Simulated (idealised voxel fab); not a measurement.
process module | voxel released beams
cross-section cut | 160 nm wide | cells 5 nm
A cross-section is a grid of square cells, given in bands from the top down. A band is one or more rows of cells.
Each band's line starts with the height of the band's top and of its bottom, in nm. Then come its materials from left to right, each with its width in nm. One material with "throughout" fills the band from edge to edge. "air" is empty space.
Height 0 is the level under which the wafer as received is all one material. The lowest band goes on downwards, as in "0 down".
A width such as "30 to 40" changes by the same amount from each row of cells to the next, from the band's top row to its bottom row.
"no change" after a step means that no cell of the cross-section changed.
closed voids: empty space of 8 cells or more with no open way to the top, each as width x height at its distance from the left edge, in nm
after a step's settings: what the simulator itself notes on the step
overlay nm, on a step with a mask: how far to the right of its planned place the mask lay; to the left if negative
plan
1 op RECEIVE | material Si
2 op CONFORMAL_DEP | material Al2O3 | thk nm 10
3 op DIRECTIONAL_DEP | material SiO2 | thk nm 10
4 op PATTERN | tone open | mask id ANCHOR | material resist | width nm 30 | thk nm 15 | overlay nm 0
5 op DIRECTIONAL_ETCH | etch materials SiO2 | depth nm 10
6 op STRIP | etch materials resist
7 op CONFORMAL_DEP | material SiN | thk nm 10
8 op DIRECTIONAL_DEP | material aC | thk nm 15
9 op PATTERN | tone cover | mask id BEAM | material resist | width nm 95 | thk nm 30 | overlay nm 0
10 op DIRECTIONAL_ETCH | etch materials aC | depth nm 15
11 op STRIP | etch materials resist
12 op DIRECTIONAL_ETCH | etch materials SiN | depth nm 10
13 op STRIP | etch materials aC
14 op STRIP | etch materials SiO2
as received, after step 1
  0 down: Si throughout
  closed voids: none
a wafer at the end: this start, this plan, one mistake
  35 to 25: air 30 | SiN 95 | air 35
  25 to 20: SiN throughout
  20 to 10: SiO2 35 | SiN 30 | SiO2 95
  10 to 0: Al2O3 throughout
  0 down: Si throughout
  closed voids: none
what went wrong: step 7 ran as: op CONFORMAL_DEP | material SiN | thk nm 15
